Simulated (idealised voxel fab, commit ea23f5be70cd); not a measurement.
This section sets out a process module, namely voxel lift off.
Shown is cross-section cut, with a width of 220 nm and square cells of size 5 nm.
Each cross-section below is a grid of square cells, stated as bands in top-down order, with one or more rows of cells making up each band.
Within each band entry, the heights of the top and of the bottom of the band appear first, in that order and in nm; the materials of the band then follow from left to right, each with its corresponding width in nm. The designation "everywhere" on a single material indicates that it fills the band from edge to edge; the designation "blank" indicates empty space.
Zero point of the height axis is 0; under it, received wafer = one material. Lowest band: continues down indefinitely, "z 0 and below".
Width "30..40": first value at the band's top row of cells, second value at its bottom row, equal change from row to row.
When a step is marked "no alteration", none of the cells in the cross-section changed during that step.
Entry "Unvented voids" = empty spaces >= 8 cells with no open way to the top; each as width x height at distance, distance from left edge, all nm.
On each step's line, the part that comes after the settings is the simulator's own comment on the step.
"overlay nm", when on a step's line for a step with a mask, measures how far to the right of its planned place the mask lay; a negative measure means to the left.

List of planned process steps:
| 1 | RECEIVE (material Si) |
| 2 | CONFORMAL_DEP (material SiO2; thk nm 15) |
| 3 | PATTERN (tone open; mask id LINES; material resist; width nm 15; pitch nm 40; thk nm 25; overlay nm 0) |
| 4 | DIRECTIONAL_DEP (material Ru; thk nm 10) |
| 5 | STRIP (etch materials resist) |
| 6 | CONFORMAL_DEP (material SiCN; thk nm 10) |

First of two wafers, processed according to plan:

Wafer cross-section on receipt, i.e. after step 1:
* z 0 and below | Si everywhere
* Unvented voids: none

After step 2:
* z 15 to 0 | SiO2 everywhere
* Below a height of 0, the structure has not been altered.

After step 3:
* z 40 to 15 | 60 resist  15 blank  25 resist  15 blank  25 resist  15 blank  65 resist
* Below a height of 15, the structure has not been altered.

After step 4:
* z 50 to 40 | 60 Ru  15 blank  25 Ru  15 blank  25 Ru  15 blank  65 Ru
* z 40 to 25 | 60 resist  15 blank  25 resist  15 blank  25 resist  15 blank  65 resist
* z 25 to 15 | 60 resist  15 Ru  25 resist  15 Ru  25 resist  15 Ru  65 resist
* Below a height of 15, the structure has not been altered.

After step 5:
* z 25 to 15 | 60 blank  15 Ru  25 blank  15 Ru  25 blank  15 Ru  65 blank
* Below a height of 15, the structure has not been altered.

After step 6:
* z 35 to 25 | 50 blank  35 SiCN  5 blank  35 SiCN  5 blank  35 SiCN  55 blank
* z 25 to 15 | 60 SiCN  15 Ru  25 SiCN  15 Ru  25 SiCN  15 Ru  65 SiCN
* Below a height of 15, the structure has not been altered.

The second wafer began exactly as the first did and followed the same plan, but one mistake was made while running it; through step 2 inclusive, the two wafers are identical:

Cross-sectional representation of the second wafer at the time designated in the plan for the completion of step 3:
* z 40 to 15 | 50 resist  15 blank  25 resist  15 blank  25 resist  15 blank  75 resist
* Below a height of 15, the structure has not been altered.

Cross-sectional representation of the second wafer at the time designated in the plan for the completion of step 4:
* z 50 to 40 | 50 Ru  15 blank  25 Ru  15 blank  25 Ru  15 blank  75 Ru
* z 40 to 25 | 50 resist  15 blank  25 resist  15 blank  25 resist  15 blank  75 resist
* z 25 to 15 | 50 resist  15 Ru  25 resist  15 Ru  25 resist  15 Ru  75 resist
* Below a height of 15, the structure has not been altered.

Cross-sectional representation of the second wafer at the time designated in the plan for the completion of step 5:
* z 25 to 15 | 50 blank  15 Ru  25 blank  15 Ru  25 blank  15 Ru  75 blank
* Below a height of 15, the structure has not been altered.

Cross-sectional representation of the second wafer at the time designated in the plan for the completion of step 6:
* z 35 to 25 | 40 blank  35 SiCN  5 blank  35 SiCN  5 blank  35 SiCN  65 blank
* z 25 to 15 | 50 SiCN  15 Ru  25 SiCN  15 Ru  25 SiCN  15 Ru  75 SiCN
* Below a height of 15, the structure has not been altered.
Nonconformance to the process plan: it should be noted that step 3 was executed with settings other than those planned, the operation and settings actually applied being PATTERN (tone open; mask id LINES; material resist; width nm 15; pitch nm 40; thk nm 25; overlay nm -10)
End check, second vs first wafer: material counts in cells match, positions do not.
